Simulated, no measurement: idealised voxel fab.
process module | voxel air gaps
cross-section cut | 185 nm wide | cells 5 nm
A cross-section is a grid of square cells, given in bands from the top down. A band is one or more rows of cells.
Each band's line starts with the height of the band's top and of its bottom, in nm. Then come its materials from left to right, each with its width in nm. One material with "throughout" fills the band from edge to edge. "air" is empty space.
Height 0 is the level under which the wafer as received is all one material. The lowest band goes on downwards, as in "0 down".
A width such as "30 to 40" changes by the same amount from each row of cells to the next, from the band's top row to its bottom row.
"no change" after a step means that no cell of the cross-section changed.
closed voids: empty space of 8 cells or more with no open way to the top, each as width x height at its distance from the left edge, in nm
after a step's settings: what the simulator itself notes on the step
overlay nm, on a step with a mask: how far to the right of its planned place the mask lay; to the left if negative
plan
1 op RECEIVE | material Si
2 op CONFORMAL_DEP | material SiO2 | thk nm 10
3 op CONFORMAL_DEP | material SiN | thk nm 5
4 op DIRECTIONAL_DEP | material lowk | thk nm 30
5 op PATTERN | tone open | mask id LINES | material resist | width nm 20 | pitch nm 45 | thk nm 15 | overlay nm 0
6 op DIRECTIONAL_ETCH | etch materials lowk | depth nm 30
7 op STRIP | etch materials resist
8 op CONFORMAL_DEP | material TiN | thk nm 5
9 op FILL_DEP | material W | thk nm 10
10 op CMP | height nm 45
11 op EPI | material Ru | thk nm 10
12 op SELECTIVE_ETCH | etch materials lowk | depth nm 40
13 op CONFORMAL_DEP | material SiN | thk nm 5
first wafer, as planned
as received, after step 1
  0 down: Si throughout
  closed voids: none
after step 2
  10 to 0: SiO2 throughout
  below 0: unchanged
after step 3
  15 to 10: SiN throughout
  below 10: unchanged
after step 4
  45 to 15: lowk throughout
  below 15: unchanged
after step 5
  60 to 45: resist 35 | air 20 | resist 25 | air 20 | resist 25 | air 20 | resist 40
  below 45: unchanged
after step 6
  60 to 45: resist 35 | air 20 | resist 25 | air 20 | resist 25 | air 20 | resist 40
  45 to 15: lowk 35 | air 20 | lowk 25 | air 20 | lowk 25 | air 20 | lowk 40
  below 15: unchanged
after step 7
  45 to 15: lowk 35 | air 20 | lowk 25 | air 20 | lowk 25 | air 20 | lowk 40
  below 15: unchanged
after step 8
  50 to 45: TiN 40 | air 10 | TiN 35 | air 10 | TiN 35 | air 10 | TiN 45
  45 to 20: lowk 35 | TiN 5 | air 10 | TiN 5 | lowk 25 | TiN 5 | air 10 | TiN 5 | lowk 25 | TiN 5 | air 10 | TiN 5 | lowk 40
  20 to 15: lowk 35 | TiN 20 | lowk 25 | TiN 20 | lowk 25 | TiN 20 | lowk 40
  below 15: unchanged
after step 9
  60 to 50: W throughout
  50 to 45: TiN 40 | W 10 | TiN 35 | W 10 | TiN 35 | W 10 | TiN 45
  45 to 20: lowk 35 | TiN 5 | W 10 | TiN 5 | lowk 25 | TiN 5 | W 10 | TiN 5 | lowk 25 | TiN 5 | W 10 | TiN 5 | lowk 40
  below 20: unchanged
after step 10
  45 to 20: lowk 35 | TiN 5 | W 10 | TiN 5 | lowk 25 | TiN 5 | W 10 | TiN 5 | lowk 25 | TiN 5 | W 10 | TiN 5 | lowk 40
  below 20: unchanged
after step 11
  55 to 45: air 25 | Ru 40 | air 5 | Ru 40 | air 5 | Ru 40 | air 30
  below 45: unchanged
after step 12
  55 to 45: air 25 | Ru 40 | air 5 | Ru 40 | air 5 | Ru 40 | air 30
  45 to 20: air 35 | TiN 5 | W 10 | TiN 5 | air 25 | TiN 5 | W 10 | TiN 5 | air 25 | TiN 5 | W 10 | TiN 5 | air 40
  20 to 15: air 35 | TiN 20 | air 25 | TiN 20 | air 25 | TiN 20 | air 40
  below 15: unchanged
after step 13
  60 to 55: air 20 | SiN 140 | air 25
  55 to 45: air 20 | SiN 5 | Ru 40 | SiN 5 | Ru 40 | SiN 5 | Ru 40 | SiN 5 | air 25
  45 to 40: air 20 | SiN 15 | TiN 5 | W 10 | TiN 5 | SiN 25 | TiN 5 | W 10 | TiN 5 | SiN 25 | TiN 5 | W 10 | TiN 5 | SiN 15 | air 25
  40 to 20: air 30 | SiN 5 | TiN 5 | W 10 | TiN 5 | SiN 5 | air 15 | SiN 5 | TiN 5 | W 10 | TiN 5 | SiN 5 | air 15 | SiN 5 | TiN 5 | W 10 | TiN 5 | SiN 5 | air 35
  20 to 15: SiN 35 | TiN 20 | SiN 25 | TiN 20 | SiN 25 | TiN 20 | SiN 40
  below 15: unchanged
  closed voids: 15 x 20 at 60; 15 x 20 at 105
second wafer: like start, like plan, one mistake. Through step 4 it matches the first wafer
when step 5 should have ended
  60 to 45: air 35 | resist 20 | air 25 | resist 20 | air 25 | resist 20 | air 40
  below 45: unchanged
when step 6 should have ended
  60 to 45: air 35 | resist 20 | air 25 | resist 20 | air 25 | resist 20 | air 40
  45 to 15: air 35 | lowk 20 | air 25 | lowk 20 | air 25 | lowk 20 | air 40
  below 15: unchanged
when step 7 should have ended
  45 to 15: air 35 | lowk 20 | air 25 | lowk 20 | air 25 | lowk 20 | air 40
  below 15: unchanged
when step 8 should have ended
  50 to 45: air 30 | TiN 30 | air 15 | TiN 30 | air 15 | TiN 30 | air 35
  45 to 20: air 30 | TiN 5 | lowk 20 | TiN 5 | air 15 | TiN 5 | lowk 20 | TiN 5 | air 15 | TiN 5 | lowk 20 | TiN 5 | air 35
  20 to 15: TiN 35 | lowk 20 | TiN 25 | lowk 20 | TiN 25 | lowk 20 | TiN 40
  below 15: unchanged
when step 9 should have ended
  60 to 50: W throughout
  50 to 45: W 30 | TiN 30 | W 15 | TiN 30 | W 15 | TiN 30 | W 35
  45 to 20: W 30 | TiN 5 | lowk 20 | TiN 5 | W 15 | TiN 5 | lowk 20 | TiN 5 | W 15 | TiN 5 | lowk 20 | TiN 5 | W 35
  below 20: unchanged
when step 10 should have ended
  45 to 20: W 30 | TiN 5 | lowk 20 | TiN 5 | W 15 | TiN 5 | lowk 20 | TiN 5 | W 15 | TiN 5 | lowk 20 | TiN 5 | W 35
  below 20: unchanged
when step 11 should have ended
  55 to 45: Ru throughout
  below 45: unchanged
when step 12 should have ended: no change
when step 13 should have ended
  60 to 55: SiN throughout
  below 55: unchanged
what went wrong: step 5 ran as: op PATTERN | tone cover | mask id LINES | material resist | width nm 20 | pitch nm 45 | thk nm 15 | overlay nm 0
at the end the second wafer has, in cells: 26 more of Ru | 64 fewer of SiN | 13 more of TiN | 65 more of W | 72 more of lowk
closed voids at the end (first wafer, second wafer): 2, 0
